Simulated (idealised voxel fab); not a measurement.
process module | voxel self aligned contacts
cross-section cut | 160 nm wide | cells 5 nm
A cross-section is a grid of square cells, given in bands from the top down. A band is one or more rows of cells.
Each band's line starts with the height of the band's top and of its bottom, in nm. Then come its materials from left to right, each with its width in nm. One material with "throughout" fills the band from edge to edge. "air" is empty space.
Height 0 is the level under which the wafer as received is all one material. The lowest band goes on downwards, as in "0 down".
A width such as "30 to 40" changes by the same amount from each row of cells to the next, from the band's top row to its bottom row.
"no change" after a step means that no cell of the cross-section changed.
closed voids: empty space of 8 cells or more with no open way to the top, each as width x height at its distance from the left edge, in nm
after a step's settings: what the simulator itself notes on the step
overlay nm, on a step with a mask: how far to the right of its planned place the mask lay; to the left if negative
plan
1 op RECEIVE | material Si
2 op CONFORMAL_DEP | material SiO2 | thk nm 5
3 op DIRECTIONAL_DEP | material polySi | thk nm 20
4 op DIRECTIONAL_DEP | material SiN | thk nm 15
5 op DIRECTIONAL_DEP | material aC | thk nm 15
6 op PATTERN | tone cover | mask id GATE | material resist | width nm 30 | pitch nm 65 | thk nm 30 | overlay nm 0
7 op DIRECTIONAL_ETCH | etch materials aC | depth nm 15
8 op STRIP | etch materials resist
9 op DIRECTIONAL_ETCH | etch materials SiN | depth nm 15
10 op DIRECTIONAL_ETCH | etch materials polySi | depth nm 20
11 op STRIP | etch materials aC
12 op CONFORMAL_DEP | material SiN | thk nm 5
13 op DIRECTIONAL_ETCH | etch materials SiN | depth nm 5
14 op FILL_DEP | material SiO2 | thk nm 15
15 op CMP | height nm 45
16 op DIRECTIONAL_DEP | material aC | thk nm 15
17 op PATTERN | tone open | mask id CONTACT | material resist | width nm 45 | thk nm 30 | overlay nm 0
18 op DIRECTIONAL_ETCH | etch materials aC | depth nm 15
19 op STRIP | etch materials resist
20 op DIRECTIONAL_ETCH | etch materials SiO2 | depth nm 45
21 op STRIP | etch materials aC
22 op CONFORMAL_DEP | material TiN | thk nm 5
23 op FILL_DEP | material W | thk nm 10
24 op CMP | height nm 45
25 op CONFORMAL_DEP | material SiCN | thk nm 5
as received, after step 1
  0 down: Si throughout
  closed voids: none
first wafer at the end, as planned
  50 to 45: SiCN throughout
  45 to 40: SiO2 55 | TiN 15 | W 15 | TiN 15 | SiO2 60
  40 to 25: SiO2 25 | SiN 40 | TiN 5 | W 15 | TiN 5 | SiN 40 | SiO2 30
  25 to 5: SiO2 25 | SiN 5 | polySi 30 | SiN 5 | TiN 5 | W 15 | TiN 5 | SiN 5 | polySi 30 | SiN 5 | SiO2 30
  5 to 0: SiO2 65 | TiN 25 | SiO2 70
  0 down: Si throughout
  closed voids: none
second wafer at the end: like start, like plan, one mistake
  50 to 45: SiCN throughout
  45 to 35: SiO2 55 | TiN 5 to 10 | W 35 to 25 | TiN 5 to 10 | SiO2 60
  35 to 25: SiO2 30 | SiN 30 | TiN 5 | W 25 | TiN 5 | SiN 30 | SiO2 35
  25 to 5: SiO2 30 | polySi 30 | TiN 5 | W 25 | TiN 5 | polySi 30 | SiO2 35
  5 to 0: SiO2 60 | TiN 35 | SiO2 65
  0 down: Si throughout
  closed voids: none
what went wrong: step 12 was left out
at the end the second wafer has, in cells: 40 fewer of SiN | 22 more of SiO2 | 18 more of W
